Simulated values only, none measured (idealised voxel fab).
process module | voxel gate over fins
cross-section cut | 255 nm wide | cells 5 nm
A cross-section is a grid of square cells, given in bands from the top down. A band is one or more rows of cells.
Each band's line starts with the height of the band's top and of its bottom, in nm. Then come its materials from left to right, each with its width in nm. One material with "throughout" fills the band from edge to edge. "air" is empty space.
Height 0 is the level under which the wafer as received is all one material. The lowest band goes on downwards, as in "0 down".
A width such as "30 to 40" changes by the same amount from each row of cells to the next, from the band's top row to its bottom row.
"no change" after a step means that no cell of the cross-section changed.
closed voids: empty space of 8 cells or more with no open way to the top, each as width x height at its distance from the left edge, in nm
after a step's settings: what the simulator itself notes on the step
overlay nm, on a step with a mask: how far to the right of its planned place the mask lay; to the left if negative
plan
1 op RECEIVE | material Si
2 op CONFORMAL_DEP | material SiN | thk nm 5
3 op DIRECTIONAL_DEP | material aC | thk nm 15
4 op PATTERN | tone cover | mask id FINS | material resist | width nm 15 | pitch nm 45 | thk nm 35 | overlay nm 0
5 op DIRECTIONAL_ETCH | etch materials aC | depth nm 15
6 op STRIP | etch materials resist
7 op DIRECTIONAL_ETCH | etch materials SiN | depth nm 5
8 op DIRECTIONAL_ETCH | etch materials Si | depth nm 40
9 op STRIP | etch materials aC
10 op FILL_DEP | material SiO2 | thk nm 10
11 op CMP | height nm 5
12 op SELECTIVE_ETCH | etch materials SiO2 | depth nm 15
13 op STRIP | etch materials SiN
14 op CONFORMAL_DEP | material HfO2 | thk nm 5
15 op CONFORMAL_DEP | material TiN | thk nm 5
16 op CONFORMAL_DEP | material TiAl | thk nm 5
17 op CONFORMAL_DEP | material TiN | thk nm 5
18 op FILL_DEP | material W | thk nm 10
19 op CMP | height nm 25
20 op CONFORMAL_DEP | material SiCN | thk nm 10
first wafer, as planned
as received, after step 1
  0 down: Si throughout
  closed voids: none
after step 2
  5 to 0: SiN throughout
  below 0: unchanged
after step 3
  20 to 5: aC throughout
  below 5: unchanged
after step 4
  55 to 20: air 95 | resist 15 | air 30 | resist 15 | air 100
  below 20: unchanged
after step 5
  40 to 20: air 95 | resist 15 | air 30 | resist 15 | air 100
  20 to 5: air 95 | aC 15 | air 30 | aC 15 | air 100
  below 5: unchanged
after step 6
  20 to 5: air 95 | aC 15 | air 30 | aC 15 | air 100
  below 5: unchanged
after step 7
  20 to 5: air 95 | aC 15 | air 30 | aC 15 | air 100
  5 to 0: air 95 | SiN 15 | air 30 | SiN 15 | air 100
  below 0: unchanged
after step 8
  20 to 5: air 95 | aC 15 | air 30 | aC 15 | air 100
  5 to 0: air 95 | SiN 15 | air 30 | SiN 15 | air 100
  0 to -40: air 95 | Si 15 | air 30 | Si 15 | air 100
  below -40: unchanged
after step 9
  5 to 0: air 95 | SiN 15 | air 30 | SiN 15 | air 100
  below 0: unchanged
after step 10
  15 to 5: SiO2 throughout
  5 to 0: SiO2 95 | SiN 15 | SiO2 30 | SiN 15 | SiO2 100
  0 to -40: SiO2 95 | Si 15 | SiO2 30 | Si 15 | SiO2 100
  below -40: unchanged
after step 11
  5 to 0: SiO2 95 | SiN 15 | SiO2 30 | SiN 15 | SiO2 100
  below 0: unchanged
after step 12
  5 to 0: air 95 | SiN 15 | air 30 | SiN 15 | air 100
  0 to -10: air 95 | Si 15 | air 30 | Si 15 | air 100
  below -10: unchanged
after step 13
  0 to -10: air 95 | Si 15 | air 30 | Si 15 | air 100
  below -10: unchanged
after step 14
  5 to 0: air 90 | HfO2 25 | air 20 | HfO2 25 | air 95
  0 to -5: air 90 | HfO2 5 | Si 15 | HfO2 5 | air 20 | HfO2 5 | Si 15 | HfO2 5 | air 95
  -5 to -10: HfO2 95 | Si 15 | HfO2 30 | Si 15 | HfO2 100
  below -10: unchanged
after step 15
  10 to 5: air 85 | TiN 35 | air 10 | TiN 35 | air 90
  5 to 0: air 85 | TiN 5 | HfO2 25 | TiN 5 | air 10 | TiN 5 | HfO2 25 | TiN 5 | air 90
  0 to -5: TiN 90 | HfO2 5 | Si 15 | HfO2 5 | TiN 20 | HfO2 5 | Si 15 | HfO2 5 | TiN 95
  below -5: unchanged
after step 16
  15 to 10: air 80 | TiAl 90 | air 85
  10 to 5: air 80 | TiAl 5 | TiN 35 | TiAl 10 | TiN 35 | TiAl 5 | air 85
  5 to 0: TiAl 85 | TiN 5 | HfO2 25 | TiN 5 | TiAl 10 | TiN 5 | HfO2 25 | TiN 5 | TiAl 90
  below 0: unchanged
after step 17
  20 to 15: air 75 | TiN 100 | air 80
  15 to 10: air 75 | TiN 5 | TiAl 90 | TiN 5 | air 80
  10 to 5: TiN 80 | TiAl 5 | TiN 35 | TiAl 10 | TiN 35 | TiAl 5 | TiN 85
  below 5: unchanged
after step 18
  30 to 20: W throughout
  20 to 15: W 75 | TiN 100 | W 80
  15 to 10: W 75 | TiN 5 | TiAl 90 | TiN 5 | W 80
  below 10: unchanged
after step 19
  25 to 20: W throughout
  below 20: unchanged
after step 20
  35 to 25: SiCN throughout
  below 25: unchanged
second wafer: like start, like plan, one mistake. Through step 14 it matches the first wafer
when step 15 should have ended
  10 to 5: air 85 | TiAl 35 | air 10 | TiAl 35 | air 90
  5 to 0: air 85 | TiAl 5 | HfO2 25 | TiAl 5 | air 10 | TiAl 5 | HfO2 25 | TiAl 5 | air 90
  0 to -5: TiAl 90 | HfO2 5 | Si 15 | HfO2 5 | TiAl 20 | HfO2 5 | Si 15 | HfO2 5 | TiAl 95
  below -5: unchanged
when step 16 should have ended
  15 to 10: air 80 | TiN 90 | air 85
  10 to 5: air 80 | TiN 5 | TiAl 35 | TiN 10 | TiAl 35 | TiN 5 | air 85
  5 to 0: TiN 85 | TiAl 5 | HfO2 25 | TiAl 5 | TiN 10 | TiAl 5 | HfO2 25 | TiAl 5 | TiN 90
  below 0: unchanged
when step 17 should have ended
  20 to 10: air 75 | TiN 100 | air 80
  10 to 5: TiN 85 | TiAl 35 | TiN 10 | TiAl 35 | TiN 90
  below 5: unchanged
when step 18 should have ended
  30 to 20: W throughout
  20 to 10: W 75 | TiN 100 | W 80
  below 10: unchanged
when step 19 should have ended
  25 to 20: W throughout
  below 20: unchanged
when step 20 should have ended
  35 to 25: SiCN throughout
  below 25: unchanged
what went wrong: steps 15 and 16 were swapped
at the end the second wafer has, in cells: as many of each material as the first, in other places
